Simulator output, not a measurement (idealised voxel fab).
Presented below is a process module, voxel capacitor over wiring.
Square cell edge 5 nm, section width 155 nm, ID cut.
Cross-section = grid of square cells, listed top down in bands; band = one or more rows.
This entry defines a band. It first specifies the height of the band's top and the height of its bottom in nm, and then specifies the band's materials from left to right, stating each material with its width in nm. The word "everywhere" identifies a single material that fills the band from edge to edge, while the word "blank" identifies empty space.
Convention: height 0 is the level below which the wafer, as received, is all one material. The lowest band does not terminate at the bottom but continues downward, represented as "z 0 and below".
With a width like "30..40", each row of cells in the band differs from the next by the same amount, the top row carrying the first number and the bottom row the second.
"no modifications" after a step means that no cell of the cross-section changed.
"Enclosed void catalog": sealed empty spaces, 8 cells or more, no open way to top, listed width x height at distance, with distance from the left edge and width, height and distance in nm.
Heads up: the bit after the settings on a step's line is the simulator's remark on that step.
"overlay nm", when on a step's line for a step with a mask, measures how far to the right of its planned place the mask lay; a negative measure means to the left.
Set out below are the planned steps of the process
step 1: RECEIVE, material Si
step 2: CONFORMAL_DEP, material SiO2, thk nm 15
step 3: CONFORMAL_DEP, material SiN, thk nm 5
step 4: DIRECTIONAL_DEP, material SiO2, thk nm 25
step 5: PATTERN, tone open, mask id METAL_1, material resist, width nm 25, pitch nm 80, thk nm 15, overlay nm 0
step 6: DIRECTIONAL_ETCH, etch materials SiO2, depth nm 25
step 7: DIRECTIONAL_ETCH, etch materials SiN, depth nm 5
step 8: STRIP, etch materials resist
step 9: CONFORMAL_DEP, material TiN, thk nm 5
step 10: FILL_DEP, material Cu, thk nm 10
step 11: CMP, height nm 45
step 12: CONFORMAL_DEP, material SiCN, thk nm 5
step 13: DIRECTIONAL_DEP, material lowk, thk nm 20
step 14: DIRECTIONAL_DEP, material aC, thk nm 10
step 15: PATTERN, tone open, mask id PLUG_1, material resist, width nm 15, thk nm 30, overlay nm 0
step 16: DIRECTIONAL_ETCH, etch materials aC, depth nm 10
step 17: STRIP, etch materials resist
step 18: DIRECTIONAL_ETCH, etch materials lowk, depth nm 20
step 19: DIRECTIONAL_ETCH, etch materials SiCN, depth nm 5
step 20: STRIP, etch materials aC
step 21: EPI, material Ru, thk nm 10
step 22: EPI, material Ru, thk nm 10
step 23: EPI, material Ru, thk nm 5
step 24: DIRECTIONAL_DEP, material TiN, thk nm 5
step 25: DIRECTIONAL_DEP, material SiN, thk nm 5
step 26: DIRECTIONAL_DEP, material TiN, thk nm 10
step 27: MASKED_ETCH, tone cover, mask id UPPER_PLATE, width nm 60, etch materials TiN, depth nm 10, overlay nm 0
step 28: MASKED_ETCH, tone cover, mask id UPPER_PLATE, width nm 60, etch materials SiN, depth nm 5, overlay nm 0
step 29: MASKED_ETCH, tone cover, mask id LOWER_PLATE, width nm 70, etch materials TiN, depth nm 5, overlay nm 0
step 30: FILL_DEP, material SiO2, thk nm 20
step 31: CMP, height nm 105
step 32: MASKED_ETCH, tone open, mask id PLUG_2, width nm 15, etch materials SiO2, depth nm 15, overlay nm 0
step 33: CONFORMAL_DEP, material TiN, thk nm 5
step 34: FILL_DEP, material W, thk nm 5
step 35: CMP, height nm 105
step 36: CONFORMAL_DEP, material SiN, thk nm 5
First wafer of two (run as planned)
Received-state cross-section, reflecting completion of step 1
  z 0 and below | Si everywhere
  Enclosed void catalog: none
Once step 2 is through, the wafer looks like this in cross-section
  z 15 to 0 | SiO2 everywhere
  At heights below 0, the structure remains unaltered.
Once step 3 is through, the wafer looks like this in cross-section
  z 20 to 15 | SiN everywhere
  At heights below 15, the structure remains unaltered.
Once step 4 is through, the wafer looks like this in cross-section
  z 45 to 20 | SiO2 everywhere
  At heights below 20, the structure remains unaltered.
Once step 5 is through, the wafer looks like this in cross-section
  z 60 to 45 | resist=25 | blank=25 | resist=55 | blank=25 | resist=25
  At heights below 45, the structure remains unaltered.
Once step 6 is through, the wafer looks like this in cross-section
  z 60 to 45 | resist=25 | blank=25 | resist=55 | blank=25 | resist=25
  z 45 to 20 | SiO2=25 | blank=25 | SiO2=55 | blank=25 | SiO2=25
  At heights below 20, the structure remains unaltered.
Once step 7 is through, the wafer looks like this in cross-section
  z 60 to 45 | resist=25 | blank=25 | resist=55 | blank=25 | resist=25
  z 45 to 20 | SiO2=25 | blank=25 | SiO2=55 | blank=25 | SiO2=25
  z 20 to 15 | SiN=25 | blank=25 | SiN=55 | blank=25 | SiN=25
  At heights below 15, the structure remains unaltered.
Once step 8 is through, the wafer looks like this in cross-section
  z 45 to 20 | SiO2=25 | blank=25 | SiO2=55 | blank=25 | SiO2=25
  At heights below 20, the structure remains unaltered.
Once step 9 is through, the wafer looks like this in cross-section
  z 50 to 45 | TiN=30 | blank=15 | TiN=65 | blank=15 | TiN=30
  z 45 to 20 | SiO2=25 | TiN=5 | blank=15 | TiN=5 | SiO2=55 | TiN=5 | blank=15 | TiN=5 | SiO2=25
  z 20 to 15 | SiN=25 | TiN=25 | SiN=55 | TiN=25 | SiN=25
  At heights below 15, the structure remains unaltered.
Once step 10 is through, the wafer looks like this in cross-section
  z 60 to 50 | Cu everywhere
  z 50 to 45 | TiN=30 | Cu=15 | TiN=65 | Cu=15 | TiN=30
  z 45 to 20 | SiO2=25 | TiN=5 | Cu=15 | TiN=5 | SiO2=55 | TiN=5 | Cu=15 | TiN=5 | SiO2=25
  At heights below 20, the structure remains unaltered.
Once step 11 is through, the wafer looks like this in cross-section
  z 45 to 20 | SiO2=25 | TiN=5 | Cu=15 | TiN=5 | SiO2=55 | TiN=5 | Cu=15 | TiN=5 | SiO2=25
  At heights below 20, the structure remains unaltered.
Once step 12 is through, the wafer looks like this in cross-section
  z 50 to 45 | SiCN everywhere
  At heights below 45, the structure remains unaltered.
Once step 13 is through, the wafer looks like this in cross-section
  z 70 to 50 | lowk everywhere
  At heights below 50, the structure remains unaltered.
Once step 14 is through, the wafer looks like this in cross-section
  z 80 to 70 | aC everywhere
  At heights below 70, the structure remains unaltered.
Once step 15 is through, the wafer looks like this in cross-section
  z 110 to 80 | resist=35 | blank=15 | resist=105
  At heights below 80, the structure remains unaltered.
Once step 16 is through, the wafer looks like this in cross-section
  z 100 to 80 | resist=35 | blank=15 | resist=105
  z 80 to 70 | aC=35 | blank=15 | aC=105
  At heights below 70, the structure remains unaltered.
Once step 17 is through, the wafer looks like this in cross-section
  z 80 to 70 | aC=35 | blank=15 | aC=105
  At heights below 70, the structure remains unaltered.
Once step 18 is through, the wafer looks like this in cross-section
  z 80 to 70 | aC=35 | blank=15 | aC=105
  z 70 to 50 | lowk=35 | blank=15 | lowk=105
  At heights below 50, the structure remains unaltered.
Once step 19 is through, the wafer looks like this in cross-section
  z 80 to 70 | aC=35 | blank=15 | aC=105
  z 70 to 50 | lowk=35 | blank=15 | lowk=105
  z 50 to 45 | SiCN=35 | blank=15 | SiCN=105
  At heights below 45, the structure remains unaltered.
Once step 20 is through, the wafer looks like this in cross-section
  z 70 to 50 | lowk=35 | blank=15 | lowk=105
  At heights below 50, the structure remains unaltered.
Once step 21 is through, the wafer looks like this in cross-section
  z 70 to 55 | lowk=35 | blank=15 | lowk=105
  z 55 to 50 | lowk=35 | Ru=15 | lowk=105
  z 50 to 45 | SiCN=35 | Ru=15 | SiCN=105
  At heights below 45, the structure remains unaltered.
Once step 22 is through, the wafer looks like this in cross-section
  z 70 to 65 | lowk=35 | blank=15 | lowk=105
  z 65 to 50 | lowk=35 | Ru=15 | lowk=105
  At heights below 50, the structure remains unaltered.
Once step 23 is through, the wafer looks like this in cross-section
  z 70 to 50 | lowk=35 | Ru=15 | lowk=105
  At heights below 50, the structure remains unaltered.
Once step 24 is through, the wafer looks like this in cross-section
  z 75 to 70 | TiN everywhere
  At heights below 70, the structure remains unaltered.
Once step 25 is through, the wafer looks like this in cross-section
  z 80 to 75 | SiN everywhere
  At heights below 75, the structure remains unaltered.
Once step 26 is through, the wafer looks like this in cross-section
  z 90 to 80 | TiN everywhere
  At heights below 80, the structure remains unaltered.
Once step 27 is through, the wafer looks like this in cross-section
  z 90 to 80 | blank=35 | TiN=60 | blank=60
  At heights below 80, the structure remains unaltered.
Once step 28 is through, the wafer looks like this in cross-section
  z 90 to 80 | blank=35 | TiN=60 | blank=60
  z 80 to 75 | blank=35 | SiN=60 | blank=60
  At heights below 75, the structure remains unaltered.
Once step 29 is through, the wafer looks like this in cross-section
  z 90 to 80 | blank=35 | TiN=60 | blank=60
  z 80 to 75 | blank=35 | SiN=60 | blank=60
  z 75 to 70 | blank=30 | TiN=70 | blank=55
  At heights below 70, the structure remains unaltered.
Once step 30 is through, the wafer looks like this in cross-section
  z 110 to 90 | SiO2 everywhere
  z 90 to 80 | SiO2=35 | TiN=60 | SiO2=60
  z 80 to 75 | SiO2=35 | SiN=60 | SiO2=60
  z 75 to 70 | SiO2=30 | TiN=70 | SiO2=55
  At heights below 70, the structure remains unaltered.
Once step 31 is through, the wafer looks like this in cross-section
  z 105 to 90 | SiO2 everywhere
  At heights below 90, the structure remains unaltered.
Once step 32 is through, the wafer looks like this in cross-section
  z 105 to 90 | SiO2=45 | blank=15 | SiO2=95
  At heights below 90, the structure remains unaltered.
Once step 33 is through, the wafer looks like this in cross-section
  z 110 to 105 | TiN=50 | blank=5 | TiN=100
  z 105 to 95 | SiO2=45 | TiN=5 | blank=5 | TiN=5 | SiO2=95
  z 95 to 90 | SiO2=45 | TiN=15 | SiO2=95
  At heights below 90, the structure remains unaltered.
Once step 34 is through, the wafer looks like this in cross-section
  z 115 to 110 | W everywhere
  z 110 to 105 | TiN=50 | W=5 | TiN=100
  z 105 to 95 | SiO2=45 | TiN=5 | W=5 | TiN=5 | SiO2=95
  At heights below 95, the structure remains unaltered.
Once step 35 is through, the wafer looks like this in cross-section
  z 105 to 95 | SiO2=45 | TiN=5 | W=5 | TiN=5 | SiO2=95
  At heights below 95, the structure remains unaltered.
Once step 36 is through, the wafer looks like this in cross-section
  z 110 to 105 | SiN everywhere
  At heights below 105, the structure remains unaltered.
Companion wafer, the second of two: same beginning, same intended sequence, one mistake in carrying it out; through step 1 inclusive it tracks the first exactly
Cross-sectional representation of the second wafer at the time designated in the plan for the completion of step 2
  z 5 to 0 | SiN everywhere
  At heights below 0, the structure remains unaltered.
Cross-sectional representation of the second wafer at the time designated in the plan for the completion of step 3
  z 20 to 5 | SiO2 everywhere
  At heights below 5, the structure remains unaltered.
Cross-sectional representation of the second wafer at the time designated in the plan for the completion of step 4
  z 45 to 5 | SiO2 everywhere
  At heights below 5, the structure remains unaltered.
Cross-sectional representation of the second wafer at the time designated in the plan for the completion of step 5
  z 60 to 45 | resist=25 | blank=25 | resist=55 | blank=25 | resist=25
  At heights below 45, the structure remains unaltered.
Cross-sectional representation of the second wafer at the time designated in the plan for the completion of step 6
  z 60 to 45 | resist=25 | blank=25 | resist=55 | blank=25 | resist=25
  z 45 to 20 | SiO2=25 | blank=25 | SiO2=55 | blank=25 | SiO2=25
  At heights below 20, the structure remains unaltered.
Cross-sectional representation of the second wafer at the time designated in the plan for the completion of step 7: no modifications
Cross-sectional representation of the second wafer at the time designated in the plan for the completion of step 8
  z 45 to 20 | SiO2=25 | blank=25 | SiO2=55 | blank=25 | SiO2=25
  At heights below 20, the structure remains unaltered.
Cross-sectional representation of the second wafer at the time designated in the plan for the completion of step 9
  z 50 to 45 | TiN=30 | blank=15 | TiN=65 | blank=15 | TiN=30
  z 45 to 25 | SiO2=25 | TiN=5 | blank=15 | TiN=5 | SiO2=55 | TiN=5 | blank=15 | TiN=5 | SiO2=25
  z 25 to 20 | SiO2=25 | TiN=25 | SiO2=55 | TiN=25 | SiO2=25
  At heights below 20, the structure remains unaltered.
Cross-sectional representation of the second wafer at the time designated in the plan for the completion of step 10
  z 60 to 50 | Cu everywhere
  z 50 to 45 | TiN=30 | Cu=15 | TiN=65 | Cu=15 | TiN=30
  z 45 to 25 | SiO2=25 | TiN=5 | Cu=15 | TiN=5 | SiO2=55 | TiN=5 | Cu=15 | TiN=5 | SiO2=25
  At heights below 25, the structure remains unaltered.
Cross-sectional representation of the second wafer at the time designated in the plan for the completion of step 11
  z 45 to 25 | SiO2=25 | TiN=5 | Cu=15 | TiN=5 | SiO2=55 | TiN=5 | Cu=15 | TiN=5 | SiO2=25
  At heights below 25, the structure remains unaltered.
Cross-sectional representation of the second wafer at the time designated in the plan for the completion of step 12
  z 50 to 45 | SiCN everywhere
  At heights below 45, the structure remains unaltered.
Cross-sectional representation of the second wafer at the time designated in the plan for the completion of step 13
  z 70 to 50 | lowk everywhere
  At heights below 50, the structure remains unaltered.
Cross-sectional representation of the second wafer at the time designated in the plan for the completion of step 14
  z 80 to 70 | aC everywhere
  At heights below 70, the structure remains unaltered.
Cross-sectional representation of the second wafer at the time designated in the plan for the completion of step 15
  z 110 to 80 | resist=35 | blank=15 | resist=105
  At heights below 80, the structure remains unaltered.
Cross-sectional representation of the second wafer at the time designated in the plan for the completion of step 16
  z 100 to 80 | resist=35 | blank=15 | resist=105
  z 80 to 70 | aC=35 | blank=15 | aC=105
  At heights below 70, the structure remains unaltered.
Cross-sectional representation of the second wafer at the time designated in the plan for the completion of step 17
  z 80 to 70 | aC=35 | blank=15 | aC=105
  At heights below 70, the structure remains unaltered.
Cross-sectional representation of the second wafer at the time designated in the plan for the completion of step 18
  z 80 to 70 | aC=35 | blank=15 | aC=105
  z 70 to 50 | lowk=35 | blank=15 | lowk=105
  At heights below 50, the structure remains unaltered.
Cross-sectional representation of the second wafer at the time designated in the plan for the completion of step 19
  z 80 to 70 | aC=35 | blank=15 | aC=105
  z 70 to 50 | lowk=35 | blank=15 | lowk=105
  z 50 to 45 | SiCN=35 | blank=15 | SiCN=105
  At heights below 45, the structure remains unaltered.
Cross-sectional representation of the second wafer at the time designated in the plan for the completion of step 20
  z 70 to 50 | lowk=35 | blank=15 | lowk=105
  At heights below 50, the structure remains unaltered.
Cross-sectional representation of the second wafer at the time designated in the plan for the completion of step 21
  z 70 to 55 | lowk=35 | blank=15 | lowk=105
  z 55 to 50 | lowk=35 | Ru=15 | lowk=105
  z 50 to 45 | SiCN=35 | Ru=15 | SiCN=105
  At heights below 45, the structure remains unaltered.
Cross-sectional representation of the second wafer at the time designated in the plan for the completion of step 22
  z 70 to 65 | lowk=35 | blank=15 | lowk=105
  z 65 to 50 | lowk=35 | Ru=15 | lowk=105
  At heights below 50, the structure remains unaltered.
Cross-sectional representation of the second wafer at the time designated in the plan for the completion of step 23
  z 70 to 50 | lowk=35 | Ru=15 | lowk=105
  At heights below 50, the structure remains unaltered.
Cross-sectional representation of the second wafer at the time designated in the plan for the completion of step 24
  z 75 to 70 | TiN everywhere
  At heights below 70, the structure remains unaltered.
Cross-sectional representation of the second wafer at the time designated in the plan for the completion of step 25
  z 80 to 75 | SiN everywhere
  At heights below 75, the structure remains unaltered.
Cross-sectional representation of the second wafer at the time designated in the plan for the completion of step 26
  z 90 to 80 | TiN everywhere
  At heights below 80, the structure remains unaltered.
Cross-sectional representation of the second wafer at the time designated in the plan for the completion of step 27
  z 90 to 80 | blank=35 | TiN=60 | blank=60
  At heights below 80, the structure remains unaltered.
Cross-sectional representation of the second wafer at the time designated in the plan for the completion of step 28
  z 90 to 80 | blank=35 | TiN=60 | blank=60
  z 80 to 75 | blank=35 | SiN=60 | blank=60
  At heights below 75, the structure remains unaltered.
Cross-sectional representation of the second wafer at the time designated in the plan for the completion of step 29
  z 90 to 80 | blank=35 | TiN=60 | blank=60
  z 80 to 75 | blank=35 | SiN=60 | blank=60
  z 75 to 70 | blank=30 | TiN=70 | blank=55
  At heights below 70, the structure remains unaltered.
Cross-sectional representation of the second wafer at the time designated in the plan for the completion of step 30
  z 110 to 90 | SiO2 everywhere
  z 90 to 80 | SiO2=35 | TiN=60 | SiO2=60
  z 80 to 75 | SiO2=35 | SiN=60 | SiO2=60
  z 75 to 70 | SiO2=30 | TiN=70 | SiO2=55
  At heights below 70, the structure remains unaltered.
Cross-sectional representation of the second wafer at the time designated in the plan for the completion of step 31
  z 105 to 90 | SiO2 everywhere
  At heights below 90, the structure remains unaltered.
Cross-sectional representation of the second wafer at the time designated in the plan for the completion of step 32
  z 105 to 90 | SiO2=45 | blank=15 | SiO2=95
  At heights below 90, the structure remains unaltered.
Cross-sectional representation of the second wafer at the time designated in the plan for the completion of step 33
  z 110 to 105 | TiN=50 | blank=5 | TiN=100
  z 105 to 95 | SiO2=45 | TiN=5 | blank=5 | TiN=5 | SiO2=95
  z 95 to 90 | SiO2=45 | TiN=15 | SiO2=95
  At heights below 90, the structure remains unaltered.
Cross-sectional representation of the second wafer at the time designated in the plan for the completion of step 34
  z 115 to 110 | W everywhere
  z 110 to 105 | TiN=50 | W=5 | TiN=100
  z 105 to 95 | SiO2=45 | TiN=5 | W=5 | TiN=5 | SiO2=95
  At heights below 95, the structure remains unaltered.
Cross-sectional representation of the second wafer at the time designated in the plan for the completion of step 35
  z 105 to 95 | SiO2=45 | TiN=5 | W=5 | TiN=5 | SiO2=95
  At heights below 95, the structure remains unaltered.
Cross-sectional representation of the second wafer at the time designated in the plan for the completion of step 36
  z 110 to 105 | SiN everywhere
  At heights below 105, the structure remains unaltered.
Deviation noted in wafer processing: sequence error: steps 2 and 3 interchanged
Upon completion, the second wafer contains, in terms of cells, a greater or smaller amount of certain materials than the first wafer: Cu: 6 fewer | SiN: 10 more | TiN: 4 fewer
